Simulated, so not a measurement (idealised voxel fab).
The process module presented herein is designated voxel local oxidation.
Square cells of 5 nm make up the cross-section cut, whose width is 210 nm.
Throughout this document, each cross-section is represented as a grid of square cells and is presented as a sequence of bands enumerated from the top downward, where a band comprises one or more rows of cells. Band: top height; bottom height; in nm. Then, left to right: material with width in nm, for each material. "all across": a single material spanning edge to edge. "air": empty space. For the purposes of this specification, 0 denotes the height below which the wafer in its as-received condition is composed wholly of one material, and the lowermost band, lacking a lower limit, extends downward without end, as expressed in "0 nm and below". Graded width ("30->40"): value in top row of band = first number; value in bottom row = second number; row-to-row change constant. For the purposes of this document, the phrase "same as before" attached to a step denotes that no cell within the cross-section was modified by that step. "Cavities, closed" - sealed voids, min. 8 cells, no opening to top; format: width x height at distance (distance from left edge; nm throughout). That trailing text on a step's line, after the settings, is the simulator's own remark on the step. overlay nm: mask right of planned place by this much (step with mask). Neg. = left.

# Process steps - plan
1) RECEIVE, material Si
2) OXIDIZE, depth nm 5
3) CONFORMAL_DEP, material SiN, thk nm 15
4) MASKED_ETCH, tone cover, mask id ACTIVE, width nm 95, etch materials SiN, depth nm 15, overlay nm 0
5) SELECTIVE_ETCH, etch materials SiO2, depth nm 5
6) OXIDIZE, depth nm 15
7) STRIP, etch materials SiN

# Wafer at receipt (post step 1), cross-section
> 0 nm and below = Si all across
> Cavities, closed: none

# End-of-module cross-section of the first of two wafers, processed as planned
> 0 nm to -5 nm = air 60, then SiO2 85, then air 65
> -5 nm to -20 nm = SiO2 75, then Si 55, then SiO2 80
> -20 nm and below = Si all across
> Cavities, closed: none

# Second wafer through the module, sectioned at the end: same beginning and same plan as the first wafer, with one mistake in carrying it out
> 0 nm to -5 nm = air 55, then SiO2 95, then air 60
> -5 nm to -20 nm = SiO2 70, then Si 65, then SiO2 75
> -20 nm and below = Si all across
> Cavities, closed: none
Where did the run depart from the plan? step 4 was processed under conditions differing from the plan, specifically as MASKED_ETCH, tone cover, mask id ACTIVE, width nm 105, etch materials SiN, depth nm 15, overlay nm 0
Wafer comparison, final, in cells, second relative to first, materials more or fewer: +6 Si, -4 SiO2
